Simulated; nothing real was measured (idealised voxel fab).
The following process module bears the name voxel transistor to metal.
Displayed cross-section: cut, width of 140 nm, square cells sized 5 nm.
A cross-section is a grid of square cells, given in bands from the top down. A band is one or more rows of cells.
Within each band entry, the heights of the top and of the bottom of the band appear first, in that order and in nm; the materials of the band then follow from left to right, each with its corresponding width in nm. The designation "throughout" on a single material indicates that it fills the band from edge to edge; the designation "blank" indicates empty space.
Beneath 0, the wafer as received is one material, and that level is where height counting begins. The lowest band goes on downward without a bottom; it is written like "0 -> down".
Read "30 to 40" as a graded width: first number on top, second number at the bottom, same change between each pair of neighbouring rows.
"remained the same" means the step left every cell of the cross-section as it was.
Listed in "Closed void listing": every empty space of 8 or more cells without an open way to the top. Form: width x height at distance, the distance being from the left edge, all in nm.
Read whatever lies past the settings on a step's line as the simulator's own remark about the step.
For masked steps, "overlay nm" on the step line gives how far right of plan the mask actually lay; a minus sign means it lay to the left.
In what follows, pairs of cross-sections are presented, each taken before and after one process step, with the after cross-section shown only down to the lowest band that was altered; the step, together with its settings, is stated below the pair. The pairs may stem from different runs of this module on the same starting wafer; accordingly, a pair should be taken as continuing from the one above it solely where its entry headed "Before the process" indicates as much.

BEFORE THE PROCESS
	75 -> 70 = blank 10 nm; SiCN 30 nm; blank 35 nm; SiCN 30 nm; blank 35 nm
	70 -> 55 = blank 10 nm; SiCN 5 nm; W 20 nm; SiCN 5 nm; blank 35 nm; SiCN 5 nm; W 20 nm; SiCN 5 nm; blank 35 nm
	55 -> 50 = blank 10 nm; SiCN 5 nm; W 20 nm; SiCN 15 nm; blank 25 nm; SiCN 5 nm; W 20 nm; SiCN 15 nm; blank 25 nm
	50 -> 45 = SiCN 15 nm; TiN 30 nm; SiCN 35 nm; TiN 30 nm; SiCN 30 nm
	45 -> 35 = SiO2 25 nm; TiN 5 nm; W 10 nm; TiN 5 nm; SiO2 45 nm; TiN 5 nm; W 10 nm; TiN 5 nm; SiO2 30 nm
	35 -> 25 = SiO2 25 nm; TiN 5 nm; W 10 nm; TiN 5 nm; SiO2 5 nm; SiN 10 nm; SiCN 15 nm; SiN 10 nm; SiO2 5 nm; TiN 5 nm; W 10 nm; TiN 5 nm; SiO2 30 nm
	25 -> 10 = SiO2 25 nm; TiN 5 nm; W 10 nm; TiN 5 nm; SiO2 5 nm; SiN 10 nm; polySi 15 nm; SiN 10 nm; SiO2 5 nm; TiN 5 nm; W 10 nm; TiN 5 nm; SiO2 30 nm
	10 -> 5 = SiO2 10 nm; SiN 10 nm; SiO2 5 nm; TiN 5 nm; W 10 nm; TiN 5 nm; SiO2 5 nm; SiN 10 nm; polySi 15 nm; SiN 10 nm; SiO2 5 nm; TiN 5 nm; W 10 nm; TiN 5 nm; SiO2 5 nm; SiN 10 nm; SiO2 15 nm
	5 -> 0 = SiO2 10 nm; SiN 10 nm; SiO2 5 nm; TiN 20 nm; SiO2 5 nm; SiN 10 nm; polySi 15 nm; SiN 10 nm; SiO2 5 nm; TiN 20 nm; SiO2 5 nm; SiN 10 nm; SiO2 15 nm
	0 -> -5 = SiO2 20 nm; pSi 30 nm; SiO2 35 nm; pSi 30 nm; SiO2 25 nm
	-5 -> -30 = SiO2 15 nm; Si 105 nm; SiO2 20 nm
	-30 -> down = Si throughout
	Closed void listing: none

POST-STEP GEOMETRY
	85 -> 75 = SiO2 throughout
	75 -> 70 = SiO2 10 nm; SiCN 30 nm; SiO2 35 nm; SiCN 30 nm; SiO2 35 nm
	70 -> 55 = SiO2 10 nm; SiCN 5 nm; W 20 nm; SiCN 5 nm; SiO2 35 nm; SiCN 5 nm; W 20 nm; SiCN 5 nm; SiO2 35 nm
	55 -> 50 = SiO2 10 nm; SiCN 5 nm; W 20 nm; SiCN 15 nm; SiO2 25 nm; SiCN 5 nm; W 20 nm; SiCN 15 nm; SiO2 25 nm
	Below 50, the layers are the same as they were.
	Closed void listing: none
Before/after cross-sections above; step in between: FILL_DEP [material SiO2] [thk nm 10]

Before the process: This step starts from the configuration shown after the step in the pair immediately above.

POST-STEP GEOMETRY
	70 -> 55 = SiO2 10 nm; SiCN 5 nm; W 20 nm; SiCN 5 nm; SiO2 35 nm; SiCN 5 nm; W 20 nm; SiCN 5 nm; SiO2 35 nm
	Below 55, the layers are the same as they were.
	Closed void listing: none
Before/after cross-sections above; step in between: CMP [height nm 70]

Before the process: This step starts from the configuration shown after the step in the pair immediately above.

POST-STEP GEOMETRY
	75 -> 70 = SiCN throughout
	Below 70, the layers are the same as they were.
	Closed void listing: none
Before/after cross-sections above; step in between: CONFORMAL_DEP [material SiCN] [thk nm 5]

BEFORE THE PROCESS
	45 -> 35 = SiO2 25 nm; blank 20 nm; SiO2 45 nm; blank 20 nm; SiO2 30 nm
	35 -> 25 = SiO2 25 nm; blank 20 nm; SiO2 5 nm; SiN 10 nm; SiCN 15 nm; SiN 10 nm; SiO2 5 nm; blank 20 nm; SiO2 30 nm
	25 -> 10 = SiO2 25 nm; blank 20 nm; SiO2 5 nm; SiN 10 nm; polySi 15 nm; SiN 10 nm; SiO2 5 nm; blank 20 nm; SiO2 30 nm
	10 -> 0 = SiO2 10 nm; SiN 10 nm; SiO2 5 nm; blank 20 nm; SiO2 5 nm; SiN 10 nm; polySi 15 nm; SiN 10 nm; SiO2 5 nm; blank 20 nm; SiO2 5 nm; SiN 10 nm; SiO2 15 nm
	0 -> -5 = SiO2 20 nm; pSi 30 nm; SiO2 35 nm; pSi 30 nm; SiO2 25 nm
	-5 -> -30 = SiO2 15 nm; Si 105 nm; SiO2 20 nm
	-30 -> down = Si throughout
	Closed void listing: none

POST-STEP GEOMETRY
	50 -> 45 = SiN 30 nm; blank 10 nm; SiN 55 nm; blank 10 nm; SiN 35 nm
	45 -> 35 = SiO2 25 nm; SiN 5 nm; blank 10 nm; SiN 5 nm; SiO2 45 nm; SiN 5 nm; blank 10 nm; SiN 5 nm; SiO2 30 nm
	35 -> 25 = SiO2 25 nm; SiN 5 nm; blank 10 nm; SiN 5 nm; SiO2 5 nm; SiN 10 nm; SiCN 15 nm; SiN 10 nm; SiO2 5 nm; SiN 5 nm; blank 10 nm; SiN 5 nm; SiO2 30 nm
	25 -> 10 = SiO2 25 nm; SiN 5 nm; blank 10 nm; SiN 5 nm; SiO2 5 nm; SiN 10 nm; polySi 15 nm; SiN 10 nm; SiO2 5 nm; SiN 5 nm; blank 10 nm; SiN 5 nm; SiO2 30 nm
	10 -> 5 = SiO2 10 nm; SiN 10 nm; SiO2 5 nm; SiN 5 nm; blank 10 nm; SiN 5 nm; SiO2 5 nm; SiN 10 nm; polySi 15 nm; SiN 10 nm; SiO2 5 nm; SiN 5 nm; blank 10 nm; SiN 5 nm; SiO2 5 nm; SiN 10 nm; SiO2 15 nm
	5 -> 0 = SiO2 10 nm; SiN 10 nm; SiO2 5 nm; SiN 20 nm; SiO2 5 nm; SiN 10 nm; polySi 15 nm; SiN 10 nm; SiO2 5 nm; SiN 20 nm; SiO2 5 nm; SiN 10 nm; SiO2 15 nm
	Below 0, the layers are the same as they were.
	Closed void listing: none
Before/after cross-sections above; step in between: CONFORMAL_DEP [material SiN] [thk nm 5]

Before the process: This step starts from the configuration shown after the step in the pair immediately above.

POST-STEP GEOMETRY
	55 -> 50 = W throughout
	50 -> 45 = SiN 30 nm; W 10 nm; SiN 55 nm; W 10 nm; SiN 35 nm
	45 -> 35 = SiO2 25 nm; SiN 5 nm; W 10 nm; SiN 5 nm; SiO2 45 nm; SiN 5 nm; W 10 nm; SiN 5 nm; SiO2 30 nm
	35 -> 25 = SiO2 25 nm; SiN 5 nm; W 10 nm; SiN 5 nm; SiO2 5 nm; SiN 10 nm; SiCN 15 nm; SiN 10 nm; SiO2 5 nm; SiN 5 nm; W 10 nm; SiN 5 nm; SiO2 30 nm
	25 -> 10 = SiO2 25 nm; SiN 5 nm; W 10 nm; SiN 5 nm; SiO2 5 nm; SiN 10 nm; polySi 15 nm; SiN 10 nm; SiO2 5 nm; SiN 5 nm; W 10 nm; SiN 5 nm; SiO2 30 nm
	10 -> 5 = SiO2 10 nm; SiN 10 nm; SiO2 5 nm; SiN 5 nm; W 10 nm; SiN 5 nm; SiO2 5 nm; SiN 10 nm; polySi 15 nm; SiN 10 nm; SiO2 5 nm; SiN 5 nm; W 10 nm; SiN 5 nm; SiO2 5 nm; SiN 10 nm; SiO2 15 nm
	Below 5, the layers are the same as they were.
	Closed void listing: none
Before/after cross-sections above; step in between: FILL_DEP [material W] [thk nm 5]

Before the process: This step starts from the configuration shown after the step in the pair immediately above.

POST-STEP GEOMETRY
	45 -> 35 = SiO2 25 nm; SiN 5 nm; W 10 nm; SiN 5 nm; SiO2 45 nm; SiN 5 nm; W 10 nm; SiN 5 nm; SiO2 30 nm
	Below 35, the layers are the same as they were.
	Closed void listing: none
Before/after cross-sections above; step in between: CMP [height nm 45]

Before the process: This step starts from the configuration shown after the step in the pair immediately above.

POST-STEP GEOMETRY
	50 -> 45 = TiN throughout
	Below 45, the layers are the same as they were.
	Closed void listing: none
Before/after cross-sections above; step in between: DIRECTIONAL_DEP [material TiN] [thk nm 5]

Before the process: This step starts from the configuration shown after the step in the pair immediately above.

POST-STEP GEOMETRY
	70 -> 50 = W throughout
	Below 50, the layers are the same as they were.
	Closed void listing: none
Before/after cross-sections above; step in between: DIRECTIONAL_DEP [material W] [thk nm 20]

Before the process: This step starts from the configuration shown after the step in the pair immediately above.

POST-STEP GEOMETRY
	70 -> 50 = blank 25 nm; W 20 nm; blank 45 nm; W 20 nm; blank 30 nm
	Below 50, the layers are the same as they were.
	Closed void listing: none
Before/after cross-sections above; step in between: MASKED_ETCH [tone cover] [mask id METAL_1] [width nm 20] [pitch nm 65] [etch materials W] [depth nm 20] [overlay nm 0]

Before the process: This step starts from the configuration shown after the step in the pair immediately above.

POST-STEP GEOMETRY
	70 -> 50 = blank 25 nm; W 20 nm; blank 45 nm; W 20 nm; blank 30 nm
	50 -> 45 = blank 25 nm; TiN 20 nm; blank 45 nm; TiN 20 nm; blank 30 nm
	Below 45, the layers are the same as they were.
	Closed void listing: none
Before/after cross-sections above; step in between: MASKED_ETCH [tone cover] [mask id METAL_1] [width nm 20] [pitch nm 65] [etch materials TiN] [depth nm 5] [overlay nm 0]

Before the process: This step starts from the configuration shown after the step in the pair immediately above.

POST-STEP GEOMETRY
	75 -> 70 = blank 20 nm; SiCN 30 nm; blank 35 nm; SiCN 30 nm; blank 25 nm
	70 -> 50 = blank 20 nm; SiCN 5 nm; W 20 nm; SiCN 5 nm; blank 35 nm; SiCN 5 nm; W 20 nm; SiCN 5 nm; blank 25 nm
	50 -> 45 = SiCN 25 nm; TiN 20 nm; SiCN 45 nm; TiN 20 nm; SiCN 30 nm
	Below 45, the layers are the same as they were.
	Closed void listing: none
Before/after cross-sections above; step in between: CONFORMAL_DEP [material SiCN] [thk nm 5]

Before the process: This step starts from the configuration shown after the step in the pair immediately above.

POST-STEP GEOMETRY
	85 -> 75 = SiO2 throughout
	75 -> 70 = SiO2 20 nm; SiCN 30 nm; SiO2 35 nm; SiCN 30 nm; SiO2 25 nm
	70 -> 50 = SiO2 20 nm; SiCN 5 nm; W 20 nm; SiCN 5 nm; SiO2 35 nm; SiCN 5 nm; W 20 nm; SiCN 5 nm; SiO2 25 nm
	Below 50, the layers are the same as they were.
	Closed void listing: none
Before/after cross-sections above; step in between: FILL_DEP [material SiO2] [thk nm 10]

Before the process: This step starts from the configuration shown after the step in the pair immediately above.

POST-STEP GEOMETRY
	70 -> 50 = SiO2 20 nm; SiCN 5 nm; W 20 nm; SiCN 5 nm; SiO2 35 nm; SiCN 5 nm; W 20 nm; SiCN 5 nm; SiO2 25 nm
	Below 50, the layers are the same as they were.
	Closed void listing: none
Before/after cross-sections above; step in between: CMP [height nm 70]

Before the process: This step starts from the configuration shown after the step in the pair immediately above.

POST-STEP GEOMETRY
	75 -> 70 = SiCN throughout
	Below 70, the layers are the same as they were.
	Closed void listing: none
Before/after cross-sections above; step in between: CONFORMAL_DEP [material SiCN] [thk nm 5]

BEFORE THE PROCESS
	20 -> 5 = SiN throughout
	5 -> 0 = SiO2 throughout
	0 -> down = Si throughout
	Closed void listing: none

POST-STEP GEOMETRY
	40 -> 20 = resist 15 nm; blank 105 nm; resist 20 nm
	Below 20, the layers are the same as they were.
	Closed void listing: none
Before/after cross-sections above; step in between: PATTERN [tone open] [mask id ACTIVE] [material resist] [width nm 105] [thk nm 20] [overlay nm 0]

Before the process: This step starts from the configuration shown after the step in the pair immediately above.

POST-STEP GEOMETRY
	40 -> 20 = resist 15 nm; blank 105 nm; resist 20 nm
	20 -> 5 = SiN 15 nm; blank 105 nm; SiN 20 nm
	Below 5, the layers are the same as they were.
	Closed void listing: none
Before/after cross-sections above; step in between: DIRECTIONAL_ETCH [etch materials SiN] [depth nm 15]

Before the process: This step starts from the configuration shown after the step in the pair immediately above.

POST-STEP GEOMETRY
	40 -> 20 = resist 15 nm; blank 105 nm; resist 20 nm
	20 -> 5 = SiN 15 nm; blank 105 nm; SiN 20 nm
	5 -> 0 = SiO2 15 nm; blank 105 nm; SiO2 20 nm
	Below 0, the layers are the same as they were.
	Closed void listing: none
Before/after cross-sections above; step in between: DIRECTIONAL_ETCH [etch materials SiO2] [depth nm 5]

Before the process: This step starts from the configuration shown after the step in the pair immediately above.

POST-STEP GEOMETRY
	40 -> 20 = resist 15 nm; blank 105 nm; resist 20 nm
	20 -> 5 = SiN 15 nm; blank 105 nm; SiN 20 nm
	5 -> 0 = SiO2 15 nm; blank 105 nm; SiO2 20 nm
	0 -> -30 = Si 15 nm; blank 105 nm; Si 20 nm
	Below -30, the layers are the same as they were.
	Closed void listing: none
Before/after cross-sections above; step in between: DIRECTIONAL_ETCH [etch materials Si] [depth nm 30]

Before the process: This step starts from the configuration shown after the step in the pair immediately above.

POST-STEP GEOMETRY
	20 -> 5 = SiN 15 nm; blank 105 nm; SiN 20 nm
	Below 5, the layers are the same as they were.
	Closed void listing: none
Before/after cross-sections above; step in between: STRIP [etch materials resist]

Before the process: This step starts from the configuration shown after the step in the pair immediately above.

POST-STEP GEOMETRY
	25 -> 20 = SiO2 throughout
	20 -> 5 = SiN 15 nm; SiO2 105 nm; SiN 20 nm
	5 -> 0 = SiO2 throughout
	0 -> -30 = Si 15 nm; SiO2 105 nm; Si 20 nm
	Below -30, the layers are the same as they were.
	Closed void listing: none
Before/after cross-sections above; step in between: FILL_DEP [material SiO2] [thk nm 5]

Before the process: This step starts from the configuration shown after the step in the pair immediately above.

POST-STEP GEOMETRY
	20 -> 5 = SiN 15 nm; SiO2 105 nm; SiN 20 nm
	Below 5, the layers are the same as they were.
	Closed void listing: none
Before/after cross-sections above; step in between: CMP [height nm 20]

Before the process: This step starts from the configuration shown after the step in the pair immediately above.

POST-STEP GEOMETRY
	20 -> 15 = SiN 15 nm; blank 105 nm; SiN 20 nm
	Below 15, the layers are the same as they were.
	Closed void listing: none
Before/after cross-sections above; step in between: SELECTIVE_ETCH [etch materials SiO2] [depth nm 5]

Before the process: This step starts from the configuration shown after the step in the pair immediately above.

POST-STEP GEOMETRY
	15 -> 5 = blank 15 nm; SiO2 105 nm; blank 20 nm
	Below 5, the layers are the same as they were.
	Closed void listing: none
Before/after cross-sections above; step in between: STRIP [etch materials SiN]

Before the process: This step starts from the configuration shown after the step in the pair immediately above.

POST-STEP GEOMETRY
	10 -> 0 = blank 20 nm; SiO2 95 nm; blank 25 nm
	Below 0, the layers are the same as they were.
	Closed void listing: none
Before/after cross-sections above; step in between: SELECTIVE_ETCH [etch materials SiO2] [depth nm 5]

Before the process: This step starts from the configuration shown after the step in the pair immediately above.

POST-STEP GEOMETRY
	10 -> 0 = blank 20 nm; SiO2 95 nm; blank 25 nm
	0 -> -5 = SiO2 throughout
	Below -5, the layers are the same as they were.
	Closed void listing: none
Before/after cross-sections above; step in between: OXIDIZE [depth nm 5]

Before the process: This step starts from the configuration shown after the step in the pair immediately above.

POST-STEP GEOMETRY
	35 -> 25 = blank 20 nm; polySi 95 nm; blank 25 nm
	25 -> 10 = polySi throughout
	10 -> 0 = polySi 20 nm; SiO2 95 nm; polySi 25 nm
	Below 0, the layers are the same as they were.
	Closed void listing: none
Before/after cross-sections above; step in between: DIRECTIONAL_DEP [material polySi] [thk nm 25]

Before the process: This step starts from the configuration shown after the step in the pair immediately above.

POST-STEP GEOMETRY
	45 -> 35 = blank 20 nm; SiCN 95 nm; blank 25 nm
	35 -> 25 = SiCN 20 nm; polySi 95 nm; SiCN 25 nm
	Below 25, the layers are the same as they were.
	Closed void listing: none
Before/after cross-sections above; step in between: DIRECTIONAL_DEP [material SiCN] [thk nm 10]

Before the process: This step starts from the configuration shown after the step in the pair immediately above.

POST-STEP GEOMETRY
	60 -> 50 = blank 20 nm; aC 95 nm; blank 25 nm
	50 -> 45 = aC throughout
	45 -> 35 = aC 20 nm; SiCN 95 nm; aC 25 nm
	Below 35, the layers are the same as they were.
	Closed void listing: none
Before/after cross-sections above; step in between: DIRECTIONAL_DEP [material aC] [thk nm 15]

Before the process: This step starts from the configuration shown after the step in the pair immediately above.

POST-STEP GEOMETRY
	90 -> 60 = blank 60 nm; resist 15 nm; blank 65 nm
	Below 60, the layers are the same as they were.
	Closed void listing: none
Before/after cross-sections above; step in between: PATTERN [tone cover] [mask id GATE] [material resist] [width nm 15] [thk nm 30] [overlay nm 0]

Before the process: This step starts from the configuration shown after the step in the pair immediately above.

POST-STEP GEOMETRY
	75 -> 60 = blank 60 nm; resist 15 nm; blank 65 nm
	60 -> 45 = blank 60 nm; aC 15 nm; blank 65 nm
	45 -> 35 = blank 20 nm; SiCN 95 nm; blank 25 nm
	Below 35, the layers are the same as they were.
	Closed void listing: none
Before/after cross-sections above; step in between: DIRECTIONAL_ETCH [etch materials aC] [depth nm 15]

Before the process: This step starts from the configuration shown after the step in the pair immediately above.

POST-STEP GEOMETRY
	60 -> 45 = blank 60 nm; aC 15 nm; blank 65 nm
	Below 45, the layers are the same as they were.
	Closed void listing: none
Before/after cross-sections above; step in between: STRIP [etch materials resist]

Before the process: This step starts from the configuration shown after the step in the pair immediately above.

POST-STEP GEOMETRY
	60 -> 45 = blank 60 nm; aC 15 nm; blank 65 nm
	45 -> 35 = blank 60 nm; SiCN 15 nm; blank 65 nm
	35 -> 25 = blank 20 nm; polySi 95 nm; blank 25 nm
	Below 25, the layers are the same as they were.
	Closed void listing: none
Before/after cross-sections above; step in between: DIRECTIONAL_ETCH [etch materials SiCN] [depth nm 20]

Before the process: This step starts from the configuration shown after the step in the pair immediately above.

POST-STEP GEOMETRY
	60 -> 45 = blank 60 nm; aC 15 nm; blank 65 nm
	45 -> 35 = blank 60 nm; SiCN 15 nm; blank 65 nm
	35 -> 10 = blank 60 nm; polySi 15 nm; blank 65 nm
	10 -> 0 = blank 20 nm; SiO2 95 nm; blank 25 nm
	Below 0, the layers are the same as they were.
	Closed void listing: none
Before/after cross-sections above; step in between: DIRECTIONAL_ETCH [etch materials polySi] [depth nm 35]

Before the process: This step starts from the configuration shown after the step in the pair immediately above.

POST-STEP GEOMETRY
	45 -> 35 = blank 60 nm; SiCN 15 nm; blank 65 nm
	Below 35, the layers are the same as they were.
	Closed void listing: none
Before/after cross-sections above; step in between: STRIP [etch materials aC]

Before the process: This step starts from the configuration shown after the step in the pair immediately above.

POST-STEP GEOMETRY
	55 -> 45 = blank 50 nm; SiN 35 nm; blank 55 nm
	45 -> 35 = blank 50 nm; SiN 10 nm; SiCN 15 nm; SiN 10 nm; blank 55 nm
	35 -> 20 = blank 50 nm; SiN 10 nm; polySi 15 nm; SiN 10 nm; blank 55 nm
	20 -> 10 = blank 10 nm; SiN 50 nm; polySi 15 nm; SiN 50 nm; blank 15 nm
	10 -> 0 = SiN 20 nm; SiO2 95 nm; SiN 25 nm
	Below 0, the layers are the same as they were.
	Closed void listing: none
Before/after cross-sections above; step in between: CONFORMAL_DEP [material SiN] [thk nm 10]

Before the process: This step starts from the configuration shown after the step in the pair immediately above.

POST-STEP GEOMETRY
	45 -> 35 = blank 50 nm; SiN 10 nm; SiCN 15 nm; SiN 10 nm; blank 55 nm
	35 -> 10 = blank 50 nm; SiN 10 nm; polySi 15 nm; SiN 10 nm; blank 55 nm
	10 -> 0 = blank 10 nm; SiN 10 nm; SiO2 95 nm; SiN 10 nm; blank 15 nm
	Below 0, the layers are the same as they were.
	Closed void listing: none
Before/after cross-sections above; step in between: DIRECTIONAL_ETCH [etch materials SiN] [depth nm 10]

Before the process: This step starts from the configuration shown after the step in the pair immediately above.

POST-STEP GEOMETRY
	45 -> 35 = blank 50 nm; SiN 10 nm; SiCN 15 nm; SiN 10 nm; blank 55 nm
	35 -> 10 = blank 50 nm; SiN 10 nm; polySi 15 nm; SiN 10 nm; blank 55 nm
	10 -> 5 = blank 10 nm; SiN 10 nm; blank 30 nm; SiO2 35 nm; blank 30 nm; SiN 10 nm; blank 15 nm
	5 -> 0 = blank 10 nm; SiN 10 nm; SiO2 95 nm; SiN 10 nm; blank 15 nm
	0 -> -5 = blank 10 nm; SiO2 115 nm; blank 15 nm
	Below -5, the layers are the same as they were.
	Closed void listing: none
Before/after cross-sections above; step in between: DIRECTIONAL_ETCH [etch materials SiO2] [depth nm 5]

Before the process: This step starts from the configuration shown after the step in the pair immediately above.

POST-STEP GEOMETRY
	45 -> 35 = blank 50 nm; SiN 10 nm; SiCN 15 nm; SiN 10 nm; blank 55 nm
	35 -> 10 = blank 50 nm; SiN 10 nm; polySi 15 nm; SiN 10 nm; blank 55 nm
	10 -> 5 = blank 10 nm; SiN 10 nm; blank 30 nm; SiO2 35 nm; blank 30 nm; SiN 10 nm; blank 15 nm
	5 -> 0 = blank 10 nm; SiN 10 nm; SiO2 95 nm; SiN 10 nm; blank 15 nm
	0 -> -5 = pSi 10 nm; SiO2 115 nm; pSi 15 nm
	Below -5, the layers are the same as they were.
	Closed void listing: none
Before/after cross-sections above; step in between: EPI [material pSi] [thk nm 5]

Before the process: This step starts from the configuration shown after the step in the pair immediately above.

POST-STEP GEOMETRY
	50 -> 45 = SiO2 throughout
	45 -> 35 = SiO2 50 nm; SiN 10 nm; SiCN 15 nm; SiN 10 nm; SiO2 55 nm
	35 -> 10 = SiO2 50 nm; SiN 10 nm; polySi 15 nm; SiN 10 nm; SiO2 55 nm
	10 -> 0 = SiO2 10 nm; SiN 10 nm; SiO2 95 nm; SiN 10 nm; SiO2 15 nm
	Below 0, the layers are the same as they were.
	Closed void listing: none
Before/after cross-sections above; step in between: FILL_DEP [material SiO2] [thk nm 5]

Before the process: This step starts from the configuration shown after the step in the pair immediately above.

POST-STEP GEOMETRY
	35 -> 10 = SiO2 50 nm; SiN 10 nm; polySi 15 nm; SiN 10 nm; SiO2 55 nm
	Below 10, the layers are the same as they were.
	Closed void listing: none
Before/after cross-sections above; step in between: CMP [height nm 35]

Before the process: This step starts from the configuration shown after the step in the pair immediately above.

POST-STEP GEOMETRY
	45 -> 35 = SiO2 throughout
	Below 35, the layers are the same as they were.
	Closed void listing: none
Before/after cross-sections above; step in between: DIRECTIONAL_DEP [material SiO2] [thk nm 10]

Before the process: This step starts from the configuration shown after the step in the pair immediately above.

POST-STEP GEOMETRY
	60 -> 45 = aC throughout
	Below 45, the layers are the same as they were.
	Closed void listing: none
Before/after cross-sections above; step in between: DIRECTIONAL_DEP [material aC] [thk nm 15]

Before the process: This step starts from the configuration shown after the step in the pair immediately above.

POST-STEP GEOMETRY
	90 -> 60 = resist 25 nm; blank 20 nm; resist 45 nm; blank 20 nm; resist 30 nm
	Below 60, the layers are the same as they were.
	Closed void listing: none
Before/after cross-sections above; step in between: PATTERN [tone open] [mask id CONTACT] [material resist] [width nm 20] [pitch nm 65] [thk nm 30] [overlay nm 0]

Before the process: This step starts from the configuration shown after the step in the pair immediately above.

POST-STEP GEOMETRY
	75 -> 60 = resist 25 nm; blank 20 nm; resist 45 nm; blank 20 nm; resist 30 nm
	60 -> 45 = aC 25 nm; blank 20 nm; aC 45 nm; blank 20 nm; aC 30 nm
	Below 45, the layers are the same as they were.
	Closed void listing: none
Before/after cross-sections above; step in between: DIRECTIONAL_ETCH [etch materials aC] [depth nm 15]

Before the process: This step starts from the configuration shown after the step in the pair immediately above.

POST-STEP GEOMETRY
	60 -> 45 = aC 25 nm; blank 20 nm; aC 45 nm; blank 20 nm; aC 30 nm
	Below 45, the layers are the same as they were.
	Closed void listing: none
Before/after cross-sections above; step in between: STRIP [etch materials resist]

Before the process: This step starts from the configuration shown after the step in the pair immediately above.

POST-STEP GEOMETRY
	60 -> 45 = aC 25 nm; blank 20 nm; aC 45 nm; blank 20 nm; aC 30 nm
	45 -> 35 = SiO2 25 nm; blank 20 nm; SiO2 45 nm; blank 20 nm; SiO2 30 nm
	35 -> 10 = SiO2 25 nm; blank 20 nm; SiO2 5 nm; SiN 10 nm; polySi 15 nm; SiN 10 nm; SiO2 5 nm; blank 20 nm; SiO2 30 nm
	10 -> 0 = SiO2 10 nm; SiN 10 nm; SiO2 5 nm; blank 20 nm; SiO2 45 nm; blank 20 nm; SiO2 5 nm; SiN 10 nm; SiO2 15 nm
	Below 0, the layers are the same as they were.
	Closed void listing: none
Before/after cross-sections above; step in between: DIRECTIONAL_ETCH [etch materials SiO2] [depth nm 45]

Before the process: This step starts from the configuration shown after the step in the pair immediately above.

POST-STEP GEOMETRY
	45 -> 35 = SiO2 25 nm; blank 20 nm; SiO2 45 nm; blank 20 nm; SiO2 30 nm
	Below 35, the layers are the same as they were.
	Closed void listing: none
Before/after cross-sections above; step in between: STRIP [etch materials aC]

Before the process: This step starts from the configuration shown after the step in the pair immediately above.

POST-STEP GEOMETRY
	50 -> 45 = TiN 30 nm; blank 10 nm; TiN 55 nm; blank 10 nm; TiN 35 nm
	45 -> 35 = SiO2 25 nm; TiN 5 nm; blank 10 nm; TiN 5 nm; SiO2 45 nm; TiN 5 nm; blank 10 nm; TiN 5 nm; SiO2 30 nm
	35 -> 10 = SiO2 25 nm; TiN 5 nm; blank 10 nm; TiN 5 nm; SiO2 5 nm; SiN 10 nm; polySi 15 nm; SiN 10 nm; SiO2 5 nm; TiN 5 nm; blank 10 nm; TiN 5 nm; SiO2 30 nm
	10 -> 5 = SiO2 10 nm; SiN 10 nm; SiO2 5 nm; TiN 5 nm; blank 10 nm; TiN 5 nm; SiO2 45 nm; TiN 5 nm; blank 10 nm; TiN 5 nm; SiO2 5 nm; SiN 10 nm; SiO2 15 nm
	5 -> 0 = SiO2 10 nm; SiN 10 nm; SiO2 5 nm; TiN 20 nm; SiO2 45 nm; TiN 20 nm; SiO2 5 nm; SiN 10 nm; SiO2 15 nm
	Below 0, the layers are the same as they were.
	Closed void listing: none
Before/after cross-sections above; step in between: CONFORMAL_DEP [material TiN] [thk nm 5]

Before the process: This step starts from the configuration shown after the step in the pair immediately above.

POST-STEP GEOMETRY
	55 -> 50 = W throughout
	50 -> 45 = TiN 30 nm; W 10 nm; TiN 55 nm; W 10 nm; TiN 35 nm
	45 -> 35 = SiO2 25 nm; TiN 5 nm; W 10 nm; TiN 5 nm; SiO2 45 nm; TiN 5 nm; W 10 nm; TiN 5 nm; SiO2 30 nm
	35 -> 10 = SiO2 25 nm; TiN 5 nm; W 10 nm; TiN 5 nm; SiO2 5 nm; SiN 10 nm; polySi 15 nm; SiN 10 nm; SiO2 5 nm; TiN 5 nm; W 10 nm; TiN 5 nm; SiO2 30 nm
	10 -> 5 = SiO2 10 nm; SiN 10 nm; SiO2 5 nm; TiN 5 nm; W 10 nm; TiN 5 nm; SiO2 45 nm; TiN 5 nm; W 10 nm; TiN 5 nm; SiO2 5 nm; SiN 10 nm; SiO2 15 nm
	Below 5, the layers are the same as they were.
	Closed void listing: none
Before/after cross-sections above; step in between: FILL_DEP [material W] [thk nm 5]

Before the process: This step starts from the configuration shown after the step in the pair immediately above.

POST-STEP GEOMETRY
	45 -> 35 = SiO2 25 nm; TiN 5 nm; W 10 nm; TiN 5 nm; SiO2 45 nm; TiN 5 nm; W 10 nm; TiN 5 nm; SiO2 30 nm
	Below 35, the layers are the same as they were.
	Closed void listing: none
Before/after cross-sections above; step in between: CMP [height nm 45]

Before the process: This step starts from the configuration shown after the step in the pair immediately above.

POST-STEP GEOMETRY
	50 -> 45 = TiN throughout
	Below 45, the layers are the same as they were.
	Closed void listing: none
Before/after cross-sections above; step in between: DIRECTIONAL_DEP [material TiN] [thk nm 5]

Before the process: This step starts from the configuration shown after the step in the pair immediately above.

POST-STEP GEOMETRY
	70 -> 50 = W throughout
	Below 50, the layers are the same as they were.
	Closed void listing: none
Before/after cross-sections above; step in between: DIRECTIONAL_DEP [material W] [thk nm 20]

Before the process: This step starts from the configuration shown after the step in the pair immediately above.

POST-STEP GEOMETRY
	70 -> 50 = blank 25 nm; W 20 nm; blank 45 nm; W 20 nm; blank 30 nm
	Below 50, the layers are the same as they were.
	Closed void listing: none
Before/after cross-sections above; step in between: MASKED_ETCH [tone cover] [mask id METAL_1] [width nm 20] [pitch nm 65] [etch materials W] [depth nm 20] [overlay nm 0]

Before the process: This step starts from the configuration shown after the step in the pair immediately above.

POST-STEP GEOMETRY
	70 -> 50 = blank 25 nm; W 20 nm; blank 45 nm; W 20 nm; blank 30 nm
	50 -> 45 = blank 25 nm; TiN 20 nm; blank 45 nm; TiN 20 nm; blank 30 nm
	Below 45, the layers are the same as they were.
	Closed void listing: none
Before/after cross-sections above; step in between: MASKED_ETCH [tone cover] [mask id METAL_1] [width nm 20] [pitch nm 65] [etch materials TiN] [depth nm 5] [overlay nm 0]

Before the process: This step starts from the configuration shown after the step in the pair immediately above.

POST-STEP GEOMETRY
	75 -> 70 = blank 20 nm; SiCN 30 nm; blank 35 nm; SiCN 30 nm; blank 25 nm
	70 -> 50 = blank 20 nm; SiCN 5 nm; W 20 nm; SiCN 5 nm; blank 35 nm; SiCN 5 nm; W 20 nm; SiCN 5 nm; blank 25 nm
	50 -> 45 = SiCN 25 nm; TiN 20 nm; SiCN 45 nm; TiN 20 nm; SiCN 30 nm
	Below 45, the layers are the same as they were.
	Closed void listing: none
Before/after cross-sections above; step in between: CONFORMAL_DEP [material SiCN] [thk nm 5]
